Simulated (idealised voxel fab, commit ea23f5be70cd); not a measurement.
Process module, titled voxel trench capacitor
The cross-section on display is named cut; it measures 260 nm wide, and its cells are 5 nm squares.
Throughout this document, each cross-section is represented as a grid of square cells and is presented as a sequence of bands enumerated from the top downward, where a band comprises one or more rows of cells.
First you get the band's top height and its bottom height, in nm, and then the materials it's made of, left to right, with each width in nm. If you see a single material with "everywhere", that one covers the band edge to edge. "air" is empty space.
Height reference: 0 = level under which incoming wafer is all one material. Lowest band: no bottom, runs on downward, e.g. "z 0 and below".
Width spec "30 to 40" -> top row of cells at first value, bottom row at second value, equal per-row change in between.
It should be understood that the words "left unchanged", when stated for a given step, signify that the cross-section underwent no change in any of its cells during that step.
In "Voids, fully enclosed" the enclosed voids are listed, meaning empty spaces of 8 cells or larger without any opening to the top. The form is width x height at distance, distance from the left edge, units nm.
Note: text after step settings on the step line = simulator remark on that step.
On any step carrying a mask, the "overlay nm" setting, if present on the step's line, tells how far right of its planned place the mask lay; negative values point to the left.
If you're wondering how to read the rest of this, here's the deal. It's pairs of cross-sections: one from before a process step, one from after it. The after one is only drawn as far down as the lowest band that changed. Right under each pair you'll see which step sits between them and what its settings were. Don't read the pairs as one continuous story, though. They can come from different runs of this module on the same starting wafer, and a pair only carries on from the one above it where its entry headed "Preceding state" says so.
**Preceding state**
* z 0 and below  Si everywhere
* Voids, fully enclosed: none
**Post-Process View**
* z 5 to 0  SiN everywhere
* Nothing below the height 0 has changed.
* Voids, fully enclosed: none
Quick note on the step between the two cross-sections above: CONFORMAL_DEP,material SiN,thk nm 5
Preceding state: the wafer arrives at this step looking as the after cross-section in the pair just above shows it.
**Post-Process View**
* z 15 to 5  aC everywhere
* Nothing below the height 5 has changed.
* Voids, fully enclosed: none
Quick note on the step between the two cross-sections above: DIRECTIONAL_DEP,material aC,thk nm 10
Preceding state: the wafer arrives at this step looking as the after cross-section in the pair just above shows it.
**Post-Process View**
* z 45 to 15  100 nm resist, 20 nm air, 20 nm resist, 20 nm air, 100 nm resist
* Nothing below the height 15 has changed.
* Voids, fully enclosed: none
Quick note on the step between the two cross-sections above: PATTERN,tone open,mask id TRENCH,material resist,width nm 20,pitch nm 40,thk nm 30,overlay nm 0
Preceding state: the wafer arrives at this step looking as the after cross-section in the pair just above shows it.
**Post-Process View**
* z 35 to 15  100 nm resist, 20 nm air, 20 nm resist, 20 nm air, 100 nm resist
* z 15 to 5  100 nm aC, 20 nm air, 20 nm aC, 20 nm air, 100 nm aC
* Nothing below the height 5 has changed.
* Voids, fully enclosed: none
Quick note on the step between the two cross-sections above: DIRECTIONAL_ETCH,etch materials aC,depth nm 10
Preceding state: the wafer arrives at this step looking as the after cross-section in the pair just above shows it.
**Post-Process View**
* z 15 to 5  100 nm aC, 20 nm air, 20 nm aC, 20 nm air, 100 nm aC
* Nothing below the height 5 has changed.
* Voids, fully enclosed: none
Quick note on the step between the two cross-sections above: STRIP,etch materials resist
Preceding state: the wafer arrives at this step looking as the after cross-section in the pair just above shows it.
**Post-Process View**
* z 15 to 5  100 nm aC, 20 nm air, 20 nm aC, 20 nm air, 100 nm aC
* z 5 to 0  100 nm SiN, 20 nm air, 20 nm SiN, 20 nm air, 100 nm SiN
* Nothing below the height 0 has changed.
* Voids, fully enclosed: none
Quick note on the step between the two cross-sections above: DIRECTIONAL_ETCH,etch materials SiN,depth nm 5
Preceding state: the wafer arrives at this step looking as the after cross-section in the pair just above shows it.
**Post-Process View**
* z 15 to 5  100 nm aC, 20 nm air, 20 nm aC, 20 nm air, 100 nm aC
* z 5 to 0  100 nm SiN, 20 nm air, 20 nm SiN, 20 nm air, 100 nm SiN
* z 0 to -30  100 nm Si, 20 nm air, 20 nm Si, 20 nm air, 100 nm Si
* Nothing below the height -30 has changed.
* Voids, fully enclosed: none
Quick note on the step between the two cross-sections above: DIRECTIONAL_ETCH,etch materials Si,depth nm 30
Preceding state: the wafer arrives at this step looking as the after cross-section in the pair just above shows it.
**Post-Process View**
* z 5 to 0  100 nm SiN, 20 nm air, 20 nm SiN, 20 nm air, 100 nm SiN
* Nothing below the height 0 has changed.
* Voids, fully enclosed: none
Quick note on the step between the two cross-sections above: STRIP,etch materials aC
Preceding state: the wafer arrives at this step looking as the after cross-section in the pair just above shows it.
**Post-Process View**
* z 10 to 5  105 nm Al2O3, 10 nm air, 30 nm Al2O3, 10 nm air, 105 nm Al2O3
* z 5 to 0  100 nm SiN, 5 nm Al2O3, 10 nm air, 5 nm Al2O3, 20 nm SiN, 5 nm Al2O3, 10 nm air, 5 nm Al2O3, 100 nm SiN
* z 0 to -25  100 nm Si, 5 nm Al2O3, 10 nm air, 5 nm Al2O3, 20 nm Si, 5 nm Al2O3, 10 nm air, 5 nm Al2O3, 100 nm Si
* z -25 to -30  100 nm Si, 20 nm Al2O3, 20 nm Si, 20 nm Al2O3, 100 nm Si
* Nothing below the height -30 has changed.
* Voids, fully enclosed: none
Quick note on the step between the two cross-sections above: CONFORMAL_DEP,material Al2O3,thk nm 5
Preceding state: the wafer arrives at this step looking as the after cross-section in the pair just above shows it.
**Post-Process View**
* z 20 to 10  polySi everywhere
* z 10 to 5  105 nm Al2O3, 10 nm polySi, 30 nm Al2O3, 10 nm polySi, 105 nm Al2O3
* z 5 to 0  100 nm SiN, 5 nm Al2O3, 10 nm polySi, 5 nm Al2O3, 20 nm SiN, 5 nm Al2O3, 10 nm polySi, 5 nm Al2O3, 100 nm SiN
* z 0 to -25  100 nm Si, 5 nm Al2O3, 10 nm polySi, 5 nm Al2O3, 20 nm Si, 5 nm Al2O3, 10 nm polySi, 5 nm Al2O3, 100 nm Si
* Nothing below the height -25 has changed.
* Voids, fully enclosed: none
Quick note on the step between the two cross-sections above: FILL_DEP,material polySi,thk nm 10
Preceding state: the wafer arrives at this step looking as the after cross-section in the pair just above shows it.
**Post-Process View**
* z 5 to 0  100 nm SiN, 5 nm Al2O3, 10 nm polySi, 5 nm Al2O3, 20 nm SiN, 5 nm Al2O3, 10 nm polySi, 5 nm Al2O3, 100 nm SiN
* Nothing below the height 0 has changed.
* Voids, fully enclosed: none
Quick note on the step between the two cross-sections above: CMP,height nm 5
**Preceding state**
* z 15 to 5  100 nm aC, 20 nm air, 20 nm aC, 20 nm air, 100 nm aC
* z 5 to 0  100 nm SiN, 20 nm air, 20 nm SiN, 20 nm air, 100 nm SiN
* z 0 to -30  100 nm Si, 20 nm air, 20 nm Si, 20 nm air, 100 nm Si
* z -30 and below  Si everywhere
* Voids, fully enclosed: none
**Post-Process View**
* z 15 to 5  100 nm aC, 20 nm air, 20 nm aC, 20 nm air, 100 nm aC
* z 5 to 0  100 nm SiN, 20 nm air, 20 nm SiN, 20 nm air, 100 nm SiN
* z 0 to -60  100 nm Si, 20 nm air, 20 nm Si, 20 nm air, 100 nm Si
* Nothing below the height -60 has changed.
* Voids, fully enclosed: none
Quick note on the step between the two cross-sections above: DIRECTIONAL_ETCH,etch materials Si,depth nm 30
Preceding state: the wafer arrives at this step looking as the after cross-section in the pair just above shows it.
**Post-Process View**
* z 5 to 0  100 nm SiN, 20 nm air, 20 nm SiN, 20 nm air, 100 nm SiN
* Nothing below the height 0 has changed.
* Voids, fully enclosed: none
Quick note on the step between the two cross-sections above: STRIP,etch materials aC
Preceding state: the wafer arrives at this step looking as the after cross-section in the pair just above shows it.
**Post-Process View**
* z 10 to 5  105 nm Al2O3, 10 nm air, 30 nm Al2O3, 10 nm air, 105 nm Al2O3
* z 5 to 0  100 nm SiN, 5 nm Al2O3, 10 nm air, 5 nm Al2O3, 20 nm SiN, 5 nm Al2O3, 10 nm air, 5 nm Al2O3, 100 nm SiN
* z 0 to -55  100 nm Si, 5 nm Al2O3, 10 nm air, 5 nm Al2O3, 20 nm Si, 5 nm Al2O3, 10 nm air, 5 nm Al2O3, 100 nm Si
* z -55 to -60  100 nm Si, 20 nm Al2O3, 20 nm Si, 20 nm Al2O3, 100 nm Si
* Nothing below the height -60 has changed.
* Voids, fully enclosed: none
Quick note on the step between the two cross-sections above: CONFORMAL_DEP,material Al2O3,thk nm 5
Preceding state: the wafer arrives at this step looking as the after cross-section in the pair just above shows it.
**Post-Process View**
* z 20 to 10  polySi everywhere
* z 10 to 5  105 nm Al2O3, 10 nm polySi, 30 nm Al2O3, 10 nm polySi, 105 nm Al2O3
* z 5 to 0  100 nm SiN, 5 nm Al2O3, 10 nm polySi, 5 nm Al2O3, 20 nm SiN, 5 nm Al2O3, 10 nm polySi, 5 nm Al2O3, 100 nm SiN
* z 0 to -55  100 nm Si, 5 nm Al2O3, 10 nm polySi, 5 nm Al2O3, 20 nm Si, 5 nm Al2O3, 10 nm polySi, 5 nm Al2O3, 100 nm Si
* Nothing below the height -55 has changed.
* Voids, fully enclosed: none
Quick note on the step between the two cross-sections above: FILL_DEP,material polySi,thk nm 10
Preceding state: the wafer arrives at this step looking as the after cross-section in the pair just above shows it.
**Post-Process View**
* z 5 to 0  100 nm SiN, 5 nm Al2O3, 10 nm polySi, 5 nm Al2O3, 20 nm SiN, 5 nm Al2O3, 10 nm polySi, 5 nm Al2O3, 100 nm SiN
* Nothing below the height 0 has changed.
* Voids, fully enclosed: none
Quick note on the step between the two cross-sections above: CMP,height nm 5
**Preceding state**
* z 15 to 5  100 nm aC, 20 nm air, 20 nm aC, 20 nm air, 100 nm aC
* z 5 to 0  100 nm SiN, 20 nm air, 20 nm SiN, 20 nm air, 100 nm SiN
* z 0 to -30  100 nm Si, 20 nm air, 20 nm Si, 20 nm air, 100 nm Si
* z -30 and below  Si everywhere
* Voids, fully enclosed: none
**Post-Process View**
* z 20 to 15  105 nm Al2O3, 10 nm air, 30 nm Al2O3, 10 nm air, 105 nm Al2O3
* z 15 to 5  100 nm aC, 5 nm Al2O3, 10 nm air, 5 nm Al2O3, 20 nm aC, 5 nm Al2O3, 10 nm air, 5 nm Al2O3, 100 nm aC
* z 5 to 0  100 nm SiN, 5 nm Al2O3, 10 nm air, 5 nm Al2O3, 20 nm SiN, 5 nm Al2O3, 10 nm air, 5 nm Al2O3, 100 nm SiN
* z 0 to -25  100 nm Si, 5 nm Al2O3, 10 nm air, 5 nm Al2O3, 20 nm Si, 5 nm Al2O3, 10 nm air, 5 nm Al2O3, 100 nm Si
* z -25 to -30  100 nm Si, 20 nm Al2O3, 20 nm Si, 20 nm Al2O3, 100 nm Si
* Nothing below the height -30 has changed.
* Voids, fully enclosed: none
Quick note on the step between the two cross-sections above: CONFORMAL_DEP,material Al2O3,thk nm 5
Preceding state: the wafer arrives at this step looking as the after cross-section in the pair just above shows it.
**Post-Process View**
* z 30 to 20  polySi everywhere
* z 20 to 15  105 nm Al2O3, 10 nm polySi, 30 nm Al2O3, 10 nm polySi, 105 nm Al2O3
* z 15 to 5  100 nm aC, 5 nm Al2O3, 10 nm polySi, 5 nm Al2O3, 20 nm aC, 5 nm Al2O3, 10 nm polySi, 5 nm Al2O3, 100 nm aC
* z 5 to 0  100 nm SiN, 5 nm Al2O3, 10 nm polySi, 5 nm Al2O3, 20 nm SiN, 5 nm Al2O3, 10 nm polySi, 5 nm Al2O3, 100 nm SiN
* z 0 to -25  100 nm Si, 5 nm Al2O3, 10 nm polySi, 5 nm Al2O3, 20 nm Si, 5 nm Al2O3, 10 nm polySi, 5 nm Al2O3, 100 nm Si
* Nothing below the height -25 has changed.
* Voids, fully enclosed: none
Quick note on the step between the two cross-sections above: FILL_DEP,material polySi,thk nm 10
Preceding state: the wafer arrives at this step looking as the after cross-section in the pair just above shows it.
**Post-Process View**
* z 5 to 0  100 nm SiN, 5 nm Al2O3, 10 nm polySi, 5 nm Al2O3, 20 nm SiN, 5 nm Al2O3, 10 nm polySi, 5 nm Al2O3, 100 nm SiN
* Nothing below the height 0 has changed.
* Voids, fully enclosed: none
Quick note on the step between the two cross-sections above: CMP,height nm 5
**Preceding state**
* z 20 to 10  polySi everywhere
* z 10 to 5  105 nm Al2O3, 10 nm polySi, 30 nm Al2O3, 10 nm polySi, 105 nm Al2O3
* z 5 to 0  100 nm SiN, 5 nm Al2O3, 10 nm polySi, 5 nm Al2O3, 20 nm SiN, 5 nm Al2O3, 10 nm polySi, 5 nm Al2O3, 100 nm SiN
* z 0 to -25  100 nm Si, 5 nm Al2O3, 10 nm polySi, 5 nm Al2O3, 20 nm Si, 5 nm Al2O3, 10 nm polySi, 5 nm Al2O3, 100 nm Si
* z -25 to -30  100 nm Si, 20 nm Al2O3, 20 nm Si, 20 nm Al2O3, 100 nm Si
* z -30 and below  Si everywhere
* Voids, fully enclosed: none
**Post-Process View**
* z 10 to 5  105 nm Al2O3, 10 nm polySi, 30 nm Al2O3, 10 nm polySi, 105 nm Al2O3
* Nothing below the height 5 has changed.
* Voids, fully enclosed: none
Quick note on the step between the two cross-sections above: CMP,height nm 10
**Preceding state**
* z 15 to 5  aC everywhere
* z 5 to 0  SiN everywhere
* z 0 and below  Si everywhere
* Voids, fully enclosed: none
**Post-Process View**
* z 45 to 15  100 nm resist, 25 nm air, 15 nm resist, 25 nm air, 95 nm resist
* Nothing below the height 15 has changed.
* Voids, fully enclosed: none
Quick note on the step between the two cross-sections above: PATTERN,tone open,mask id TRENCH,material resist,width nm 25,pitch nm 40,thk nm 30,overlay nm 0
Preceding state: the wafer arrives at this step looking as the after cross-section in the pair just above shows it.
**Post-Process View**
* z 35 to 15  100 nm resist, 25 nm air, 15 nm resist, 25 nm air, 95 nm resist
* z 15 to 5  100 nm aC, 25 nm air, 15 nm aC, 25 nm air, 95 nm aC
* Nothing below the height 5 has changed.
* Voids, fully enclosed: none
Quick note on the step between the two cross-sections above: DIRECTIONAL_ETCH,etch materials aC,depth nm 10
Preceding state: the wafer arrives at this step looking as the after cross-section in the pair just above shows it.
**Post-Process View**
* z 15 to 5  100 nm aC, 25 nm air, 15 nm aC, 25 nm air, 95 nm aC
* Nothing below the height 5 has changed.
* Voids, fully enclosed: none
Quick note on the step between the two cross-sections above: STRIP,etch materials resist
Preceding state: the wafer arrives at this step looking as the after cross-section in the pair just above shows it.
**Post-Process View**
* z 15 to 5  100 nm aC, 25 nm air, 15 nm aC, 25 nm air, 95 nm aC
* z 5 to 0  100 nm SiN, 25 nm air, 15 nm SiN, 25 nm air, 95 nm SiN
* Nothing below the height 0 has changed.
* Voids, fully enclosed: none
Quick note on the step between the two cross-sections above: DIRECTIONAL_ETCH,etch materials SiN,depth nm 5
Preceding state: the wafer arrives at this step looking as the after cross-section in the pair just above shows it.
**Post-Process View**
* z 15 to 5  100 nm aC, 25 nm air, 15 nm aC, 25 nm air, 95 nm aC
* z 5 to 0  100 nm SiN, 25 nm air, 15 nm SiN, 25 nm air, 95 nm SiN
* z 0 to -30  100 nm Si, 25 nm air, 15 nm Si, 25 nm air, 95 nm Si
* Nothing below the height -30 has changed.
* Voids, fully enclosed: none
Quick note on the step between the two cross-sections above: DIRECTIONAL_ETCH,etch materials Si,depth nm 30
Preceding state: the wafer arrives at this step looking as the after cross-section in the pair just above shows it.
**Post-Process View**
* z 5 to 0  100 nm SiN, 25 nm air, 15 nm SiN, 25 nm air, 95 nm SiN
* Nothing below the height 0 has changed.
* Voids, fully enclosed: none
Quick note on the step between the two cross-sections above: STRIP,etch materials aC
Preceding state: the wafer arrives at this step looking as the after cross-section in the pair just above shows it.
**Post-Process View**
* z 10 to 5  105 nm Al2O3, 15 nm air, 25 nm Al2O3, 15 nm air, 100 nm Al2O3
* z 5 to 0  100 nm SiN, 5 nm Al2O3, 15 nm air, 5 nm Al2O3, 15 nm SiN, 5 nm Al2O3, 15 nm air, 5 nm Al2O3, 95 nm SiN
* z 0 to -25  100 nm Si, 5 nm Al2O3, 15 nm air, 5 nm Al2O3, 15 nm Si, 5 nm Al2O3, 15 nm air, 5 nm Al2O3, 95 nm Si
* z -25 to -30  100 nm Si, 25 nm Al2O3, 15 nm Si, 25 nm Al2O3, 95 nm Si
* Nothing below the height -30 has changed.
* Voids, fully enclosed: none
Quick note on the step between the two cross-sections above: CONFORMAL_DEP,material Al2O3,thk nm 5
Preceding state: the wafer arrives at this step looking as the after cross-section in the pair just above shows it.
**Post-Process View**
* z 20 to 10  polySi everywhere
* z 10 to 5  105 nm Al2O3, 15 nm polySi, 25 nm Al2O3, 15 nm polySi, 100 nm Al2O3
* z 5 to 0  100 nm SiN, 5 nm Al2O3, 15 nm polySi, 5 nm Al2O3, 15 nm SiN, 5 nm Al2O3, 15 nm polySi, 5 nm Al2O3, 95 nm SiN
* z 0 to -25  100 nm Si, 5 nm Al2O3, 15 nm polySi, 5 nm Al2O3, 15 nm Si, 5 nm Al2O3, 15 nm polySi, 5 nm Al2O3, 95 nm Si
* Nothing below the height -25 has changed.
* Voids, fully enclosed: none
Quick note on the step between the two cross-sections above: FILL_DEP,material polySi,thk nm 10
Preceding state: the wafer arrives at this step looking as the after cross-section in the pair just above shows it.
**Post-Process View**
* z 5 to 0  100 nm SiN, 5 nm Al2O3, 15 nm polySi, 5 nm Al2O3, 15 nm SiN, 5 nm Al2O3, 15 nm polySi, 5 nm Al2O3, 95 nm SiN
* Nothing below the height 0 has changed.
* Voids, fully enclosed: none
Quick note on the step between the two cross-sections above: CMP,height nm 5
**Preceding state**
* z 15 to 5  aC everywhere
* z 5 to 0  SiN everywhere
* z 0 and below  Si everywhere
* Voids, fully enclosed: none
**Post-Process View**
* z 45 to 15  90 nm resist, 20 nm air, 20 nm resist, 20 nm air, 110 nm resist
* Nothing below the height 15 has changed.
* Voids, fully enclosed: none
Quick note on the step between the two cross-sections above: PATTERN,tone open,mask id TRENCH,material resist,width nm 20,pitch nm 40,thk nm 30,overlay nm -10
Preceding state: the wafer arrives at this step looking as the after cross-section in the pair just above shows it.
**Post-Process View**
* z 35 to 15  90 nm resist, 20 nm air, 20 nm resist, 20 nm air, 110 nm resist
* z 15 to 5  90 nm aC, 20 nm air, 20 nm aC, 20 nm air, 110 nm aC
* Nothing below the height 5 has changed.
* Voids, fully enclosed: none
Quick note on the step between the two cross-sections above: DIRECTIONAL_ETCH,etch materials aC,depth nm 10
Preceding state: the wafer arrives at this step looking as the after cross-section in the pair just above shows it.
**Post-Process View**
* z 15 to 5  90 nm aC, 20 nm air, 20 nm aC, 20 nm air, 110 nm aC
* Nothing below the height 5 has changed.
* Voids, fully enclosed: none
Quick note on the step between the two cross-sections above: STRIP,etch materials resist
Preceding state: the wafer arrives at this step looking as the after cross-section in the pair just above shows it.
**Post-Process View**
* z 15 to 5  90 nm aC, 20 nm air, 20 nm aC, 20 nm air, 110 nm aC
* z 5 to 0  90 nm SiN, 20 nm air, 20 nm SiN, 20 nm air, 110 nm SiN
* Nothing below the height 0 has changed.
* Voids, fully enclosed: none
Quick note on the step between the two cross-sections above: DIRECTIONAL_ETCH,etch materials SiN,depth nm 5
Preceding state: the wafer arrives at this step looking as the after cross-section in the pair just above shows it.
**Post-Process View**
* z 15 to 5  90 nm aC, 20 nm air, 20 nm aC, 20 nm air, 110 nm aC
* z 5 to 0  90 nm SiN, 20 nm air, 20 nm SiN, 20 nm air, 110 nm SiN
* z 0 to -30  90 nm Si, 20 nm air, 20 nm Si, 20 nm air, 110 nm Si
* Nothing below the height -30 has changed.
* Voids, fully enclosed: none
Quick note on the step between the two cross-sections above: DIRECTIONAL_ETCH,etch materials Si,depth nm 30
Preceding state: the wafer arrives at this step looking as the after cross-section in the pair just above shows it.
**Post-Process View**
* z 5 to 0  90 nm SiN, 20 nm air, 20 nm SiN, 20 nm air, 110 nm SiN
* Nothing below the height 0 has changed.
* Voids, fully enclosed: none
Quick note on the step between the two cross-sections above: STRIP,etch materials aC
Preceding state: the wafer arrives at this step looking as the after cross-section in the pair just above shows it.
**Post-Process View**
* z 10 to 5  95 nm Al2O3, 10 nm air, 30 nm Al2O3, 10 nm air, 115 nm Al2O3
* z 5 to 0  90 nm SiN, 5 nm Al2O3, 10 nm air, 5 nm Al2O3, 20 nm SiN, 5 nm Al2O3, 10 nm air, 5 nm Al2O3, 110 nm SiN
* z 0 to -25  90 nm Si, 5 nm Al2O3, 10 nm air, 5 nm Al2O3, 20 nm Si, 5 nm Al2O3, 10 nm air, 5 nm Al2O3, 110 nm Si
* z -25 to -30  90 nm Si, 20 nm Al2O3, 20 nm Si, 20 nm Al2O3, 110 nm Si
* Nothing below the height -30 has changed.
* Voids, fully enclosed: none
Quick note on the step between the two cross-sections above: CONFORMAL_DEP,material Al2O3,thk nm 5
Preceding state: the wafer arrives at this step looking as the after cross-section in the pair just above shows it.
**Post-Process View**
* z 20 to 10  polySi everywhere
* z 10 to 5  95 nm Al2O3, 10 nm polySi, 30 nm Al2O3, 10 nm polySi, 115 nm Al2O3
* z 5 to 0  90 nm SiN, 5 nm Al2O3, 10 nm polySi, 5 nm Al2O3, 20 nm SiN, 5 nm Al2O3, 10 nm polySi, 5 nm Al2O3, 110 nm SiN
* z 0 to -25  90 nm Si, 5 nm Al2O3, 10 nm polySi, 5 nm Al2O3, 20 nm Si, 5 nm Al2O3, 10 nm polySi, 5 nm Al2O3, 110 nm Si
* Nothing below the height -25 has changed.
* Voids, fully enclosed: none
Quick note on the step between the two cross-sections above: FILL_DEP,material polySi,thk nm 10
Preceding state: the wafer arrives at this step looking as the after cross-section in the pair just above shows it.
**Post-Process View**
* z 5 to 0  90 nm SiN, 5 nm Al2O3, 10 nm polySi, 5 nm Al2O3, 20 nm SiN, 5 nm Al2O3, 10 nm polySi, 5 nm Al2O3, 110 nm SiN
* Nothing below the height 0 has changed.
* Voids, fully enclosed: none
Quick note on the step between the two cross-sections above: CMP,height nm 5
**Preceding state**
* z 5 to 0  100 nm SiN, 20 nm air, 20 nm SiN, 20 nm air, 100 nm SiN
* z 0 to -30  100 nm Si, 20 nm air, 20 nm Si, 20 nm air, 100 nm Si
* z -30 and below  Si everywhere
* Voids, fully enclosed: none
**Post-Process View**
* z 10 to 0  105 nm SiN, 10 nm air, 30 nm SiN, 10 nm air, 105 nm SiN
* z 0 to -25  100 nm Si, 5 nm SiN, 10 nm air, 5 nm SiN, 20 nm Si, 5 nm SiN, 10 nm air, 5 nm SiN, 100 nm Si
* z -25 to -30  100 nm Si, 20 nm SiN, 20 nm Si, 20 nm SiN, 100 nm Si
* Nothing below the height -30 has changed.
* Voids, fully enclosed: none
Quick note on the step between the two cross-sections above: CONFORMAL_DEP,material SiN,thk nm 5
Preceding state: the wafer arrives at this step looking as the after cross-section in the pair just above shows it.
**Post-Process View**
* z 20 to 10  polySi everywhere
* z 10 to 0  105 nm SiN, 10 nm polySi, 30 nm SiN, 10 nm polySi, 105 nm SiN
* z 0 to -25  100 nm Si, 5 nm SiN, 10 nm polySi, 5 nm SiN, 20 nm Si, 5 nm SiN, 10 nm polySi, 5 nm SiN, 100 nm Si
* Nothing below the height -25 has changed.
* Voids, fully enclosed: none
Quick note on the step between the two cross-sections above: FILL_DEP,material polySi,thk nm 10
Preceding state: the wafer arrives at this step looking as the after cross-section in the pair just above shows it.
**Post-Process View**
* z 5 to 0  105 nm SiN, 10 nm polySi, 30 nm SiN, 10 nm polySi, 105 nm SiN
* Nothing below the height 0 has changed.
* Voids, fully enclosed: none
Quick note on the step between the two cross-sections above: CMP,height nm 5
**Preceding state**
* z 15 to 5  aC everywhere
* z 5 to 0  SiN everywhere
* z 0 and below  Si everywhere
* Voids, fully enclosed: none
**Post-Process View**
* z 45 to 15  100 nm air, 20 nm resist, 20 nm air, 20 nm resist, 100 nm air
* Nothing below the height 15 has changed.
* Voids, fully enclosed: none
Quick note on the step between the two cross-sections above: PATTERN,tone cover,mask id TRENCH,material resist,width nm 20,pitch nm 40,thk nm 30,overlay nm 0
Preceding state: the wafer arrives at this step looking as the after cross-section in the pair just above shows it.
**Post-Process View**
* z 35 to 15  100 nm air, 20 nm resist, 20 nm air, 20 nm resist, 100 nm air
* z 15 to 5  100 nm air, 20 nm aC, 20 nm air, 20 nm aC, 100 nm air
* Nothing below the height 5 has changed.
* Voids, fully enclosed: none
Quick note on the step between the two cross-sections above: DIRECTIONAL_ETCH,etch materials aC,depth nm 10
Preceding state: the wafer arrives at this step looking as the after cross-section in the pair just above shows it.
**Post-Process View**
* z 15 to 5  100 nm air, 20 nm aC, 20 nm air, 20 nm aC, 100 nm air
* Nothing below the height 5 has changed.
* Voids, fully enclosed: none
Quick note on the step between the two cross-sections above: STRIP,etch materials resist
Preceding state: the wafer arrives at this step looking as the after cross-section in the pair just above shows it.
**Post-Process View**
* z 15 to 5  100 nm air, 20 nm aC, 20 nm air, 20 nm aC, 100 nm air
* z 5 to 0  100 nm air, 20 nm SiN, 20 nm air, 20 nm SiN, 100 nm air
* Nothing below the height 0 has changed.
* Voids, fully enclosed: none
Quick note on the step between the two cross-sections above: DIRECTIONAL_ETCH,etch materials SiN,depth nm 5
Preceding state: the wafer arrives at this step looking as the after cross-section in the pair just above shows it.
**Post-Process View**
* z 15 to 5  100 nm air, 20 nm aC, 20 nm air, 20 nm aC, 100 nm air
* z 5 to 0  100 nm air, 20 nm SiN, 20 nm air, 20 nm SiN, 100 nm air
* z 0 to -30  100 nm air, 20 nm Si, 20 nm air, 20 nm Si, 100 nm air
* Nothing below the height -30 has changed.
* Voids, fully enclosed: none
Quick note on the step between the two cross-sections above: DIRECTIONAL_ETCH,etch materials Si,depth nm 30
Preceding state: the wafer arrives at this step looking as the after cross-section in the pair just above shows it.
**Post-Process View**
* z 5 to 0  100 nm air, 20 nm SiN, 20 nm air, 20 nm SiN, 100 nm air
* Nothing below the height 0 has changed.
* Voids, fully enclosed: none
Quick note on the step between the two cross-sections above: STRIP,etch materials aC
Preceding state: the wafer arrives at this step looking as the after cross-section in the pair just above shows it.
**Post-Process View**
* z 10 to 5  95 nm air, 30 nm Al2O3, 10 nm air, 30 nm Al2O3, 95 nm air
* z 5 to 0  95 nm air, 5 nm Al2O3, 20 nm SiN, 5 nm Al2O3, 10 nm air, 5 nm Al2O3, 20 nm SiN, 5 nm Al2O3, 95 nm air
* z 0 to -25  95 nm air, 5 nm Al2O3, 20 nm Si, 5 nm Al2O3, 10 nm air, 5 nm Al2O3, 20 nm Si, 5 nm Al2O3, 95 nm air
* z -25 to -30  100 nm Al2O3, 20 nm Si, 20 nm Al2O3, 20 nm Si, 100 nm Al2O3
* Nothing below the height -30 has changed.
* Voids, fully enclosed: none
Quick note on the step between the two cross-sections above: CONFORMAL_DEP,material Al2O3,thk nm 5
Preceding state: the wafer arrives at this step looking as the after cross-section in the pair just above shows it.
**Post-Process View**
* z 20 to 10  polySi everywhere
* z 10 to 5  95 nm polySi, 30 nm Al2O3, 10 nm polySi, 30 nm Al2O3, 95 nm polySi
* z 5 to 0  95 nm polySi, 5 nm Al2O3, 20 nm SiN, 5 nm Al2O3, 10 nm polySi, 5 nm Al2O3, 20 nm SiN, 5 nm Al2O3, 95 nm polySi
* z 0 to -25  95 nm polySi, 5 nm Al2O3, 20 nm Si, 5 nm Al2O3, 10 nm polySi, 5 nm Al2O3, 20 nm Si, 5 nm Al2O3, 95 nm polySi
* Nothing below the height -25 has changed.
* Voids, fully enclosed: none
Quick note on the step between the two cross-sections above: FILL_DEP,material polySi,thk nm 10
Preceding state: the wafer arrives at this step looking as the after cross-section in the pair just above shows it.
**Post-Process View**
* z 5 to 0  95 nm polySi, 5 nm Al2O3, 20 nm SiN, 5 nm Al2O3, 10 nm polySi, 5 nm Al2O3, 20 nm SiN, 5 nm Al2O3, 95 nm polySi
* Nothing below the height 0 has changed.
* Voids, fully enclosed: none
Quick note on the step between the two cross-sections above: CMP,height nm 5
